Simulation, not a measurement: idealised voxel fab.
This section sets out a process module, namely voxel gate over fins.
This is section cut - it's 235 nm across, gridded in 5 nm square cells.
Reading order for cross-sections: top band down to bottom band. Underlying form: a grid of square cells. Band size: one or more rows of cells. The band entry comprises the height of the band's top followed by the height of its bottom, expressed in nm, and subsequently the band's materials from left to right, each stated together with its width in nm. Where a single material is marked with the word "everywhere", that material fills the band from edge to edge. The word "air" represents empty space. Below 0: as-received wafer, all one material; heights counted from there. Lowest band: no bottom, goes on down, written "0 nm and below". With a width like "30->40", each row of cells in the band differs from the next by the same amount, the top row carrying the first number and the bottom row the second. What does "all unchanged" mean for a step? It means no cell of the cross-section changed in that step. Voids not open to the top, 8 cells minimum: see "Closed void catalog". Written width x height at distance; distance is from the left edge; nm. If you see something after the settings on a step's line, that's the simulator's own remark about that step. When a step includes a mask, the "overlay nm" setting on its line states how far to the right of its planned place that mask lay, and negative values state how far to the left.
-- The following list gives the planned process steps
1. RECEIVE, material Si
2. CONFORMAL_DEP, material SiN, thk nm 10
3. MASKED_ETCH, tone cover, mask id FINS, width nm 15, pitch nm 50, etch materials SiN, depth nm 10, overlay nm 0
4. MASKED_ETCH, tone cover, mask id FINS, width nm 15, pitch nm 50, etch materials Si, depth nm 30, overlay nm 0
5. OXIDIZE, depth nm 5
6. FILL_DEP, material SiO2, thk nm 10
7. CMP, height nm 10
8. PATTERN, tone open, mask id RAIL, material resist, width nm 15, thk nm 15, overlay nm 0
9. DIRECTIONAL_ETCH, etch materials SiO2, depth nm 35
10. STRIP, etch materials resist
11. CONFORMAL_DEP, material TiN, thk nm 5
12. FILL_DEP, material W, thk nm 5
13. CMP, height nm 10
14. SELECTIVE_ETCH, etch materials W Ru TiN, depth nm 30
15. FILL_DEP, material SiO2, thk nm 5
16. CMP, height nm 10
17. SELECTIVE_ETCH, etch materials SiO2, depth nm 20
18. STRIP, etch materials SiN
19. CONFORMAL_DEP, material HfO2, thk nm 5
20. CONFORMAL_DEP, material TiN, thk nm 5
21. CONFORMAL_DEP, material TiAl, thk nm 5
22. CONFORMAL_DEP, material TiN, thk nm 5
23. FILL_DEP, material W, thk nm 10
24. CMP, height nm 25
25. CONFORMAL_DEP, material SiN, thk nm 5
-- Wafer at receipt (post step 1), cross-section
- 0 nm and below: Si everywhere
- Closed void catalog: none
-- Cross-sectional view of the first of the two wafers upon completion of the module, processed in accordance with the plan
- 30 nm to 25 nm: SiN everywhere
- 25 nm to 20 nm: W everywhere
- 20 nm to 15 nm: W 20 nm | TiN 45 nm | W 5 nm | TiN 45 nm | W 5 nm | TiN 45 nm | W 5 nm | TiN 45 nm | W 20 nm
- 15 nm to 10 nm: W 20 nm | TiN 5 nm | TiAl 35 nm | TiN 5 nm | W 5 nm | TiN 5 nm | TiAl 35 nm | TiN 5 nm | W 5 nm | TiN 5 nm | TiAl 35 nm | TiN 5 nm | W 5 nm | TiN 5 nm | TiAl 35 nm | TiN 5 nm | W 20 nm
- 10 nm to 5 nm: TiN 25 nm | TiAl 5 nm | TiN 25 nm | TiAl 5 nm | TiN 15 nm | TiAl 5 nm | TiN 25 nm | TiAl 5 nm | TiN 15 nm | TiAl 5 nm | TiN 25 nm | TiAl 5 nm | TiN 15 nm | TiAl 5 nm | TiN 25 nm | TiAl 5 nm | TiN 25 nm
- 5 nm to 0 nm: TiAl 30 nm | TiN 5 nm | HfO2 15 nm | TiN 5 nm | TiAl 25 nm | TiN 5 nm | HfO2 15 nm | TiN 5 nm | TiAl 25 nm | TiN 5 nm | HfO2 15 nm | TiN 5 nm | TiAl 25 nm | TiN 5 nm | HfO2 15 nm | TiN 5 nm | TiAl 30 nm
- 0 nm to -5 nm: TiN 35 nm | HfO2 5 nm | Si 5 nm | HfO2 5 nm | TiN 35 nm | HfO2 5 nm | Si 5 nm | HfO2 5 nm | TiN 35 nm | HfO2 5 nm | Si 5 nm | HfO2 5 nm | TiN 35 nm | HfO2 5 nm | Si 5 nm | HfO2 5 nm | TiN 35 nm
- -5 nm to -10 nm: HfO2 40 nm | Si 5 nm | HfO2 45 nm | Si 5 nm | HfO2 45 nm | Si 5 nm | HfO2 45 nm | Si 5 nm | HfO2 40 nm
- -10 nm to -20 nm: SiO2 40 nm | Si 5 nm | SiO2 45 nm | Si 5 nm | SiO2 45 nm | Si 5 nm | SiO2 45 nm | Si 5 nm | SiO2 40 nm
- -20 nm to -25 nm: SiO2 40 nm | Si 5 nm | SiO2 15 nm | TiN 15 nm | SiO2 15 nm | Si 5 nm | SiO2 45 nm | Si 5 nm | SiO2 45 nm | Si 5 nm | SiO2 40 nm
- -25 nm to -35 nm: SiO2 40 nm | Si 5 nm | SiO2 45 nm | Si 5 nm | SiO2 45 nm | Si 5 nm | SiO2 45 nm | Si 5 nm | SiO2 40 nm
- -35 nm and below: Si everywhere
- Closed void catalog: none
-- Wafer two, sectioned after the module: the first wafer's start, the first wafer's plan, and one mistake in how it was run
- 30 nm to 25 nm: SiN everywhere
- 25 nm to 20 nm: W everywhere
- 20 nm to 15 nm: W 20 nm | TiN 45 nm | W 5 nm | TiN 45 nm | W 5 nm | TiN 45 nm | W 5 nm | TiN 45 nm | W 20 nm
- 15 nm to 10 nm: W 20 nm | TiN 5 nm | TiAl 35 nm | TiN 5 nm | W 5 nm | TiN 5 nm | TiAl 35 nm | TiN 5 nm | W 5 nm | TiN 5 nm | TiAl 35 nm | TiN 5 nm | W 5 nm | TiN 5 nm | TiAl 35 nm | TiN 5 nm | W 20 nm
- 10 nm to 5 nm: TiN 25 nm | TiAl 5 nm | TiN 25 nm | TiAl 5 nm | TiN 15 nm | TiAl 5 nm | TiN 25 nm | TiAl 5 nm | TiN 15 nm | TiAl 5 nm | TiN 25 nm | TiAl 5 nm | TiN 15 nm | TiAl 5 nm | TiN 25 nm | TiAl 5 nm | TiN 25 nm
- 5 nm to 0 nm: TiAl 30 nm | TiN 5 nm | HfO2 15 nm | TiN 5 nm | TiAl 25 nm | TiN 5 nm | HfO2 15 nm | TiN 5 nm | TiAl 25 nm | TiN 5 nm | HfO2 15 nm | TiN 5 nm | TiAl 25 nm | TiN 5 nm | HfO2 15 nm | TiN 5 nm | TiAl 30 nm
- 0 nm to -5 nm: TiN 35 nm | HfO2 5 nm | Si 5 nm | HfO2 5 nm | TiN 35 nm | HfO2 5 nm | Si 5 nm | HfO2 5 nm | TiN 35 nm | HfO2 5 nm | Si 5 nm | HfO2 5 nm | TiN 35 nm | HfO2 5 nm | Si 5 nm | HfO2 5 nm | TiN 35 nm
- -5 nm to -10 nm: HfO2 40 nm | Si 5 nm | HfO2 45 nm | Si 5 nm | HfO2 45 nm | Si 5 nm | HfO2 45 nm | Si 5 nm | HfO2 40 nm
- -10 nm to -20 nm: SiO2 40 nm | Si 5 nm | SiO2 45 nm | Si 5 nm | SiO2 45 nm | Si 5 nm | SiO2 45 nm | Si 5 nm | SiO2 40 nm
- -20 nm to -25 nm: SiO2 40 nm | Si 5 nm | SiO2 15 nm | TiN 15 nm | SiO2 15 nm | Si 5 nm | SiO2 45 nm | Si 5 nm | SiO2 45 nm | Si 5 nm | SiO2 40 nm
- -25 nm to -65 nm: SiO2 40 nm | Si 5 nm | SiO2 45 nm | Si 5 nm | SiO2 45 nm | Si 5 nm | SiO2 45 nm | Si 5 nm | SiO2 40 nm
- -65 nm and below: Si everywhere
- Closed void catalog: none
Misprocessing identified: twice, step 4 of the plan was run
Wrapping up, a cell-based count of both wafers puts the second over or under the first for these materials: 258 fewer of Si | 258 more of SiO2
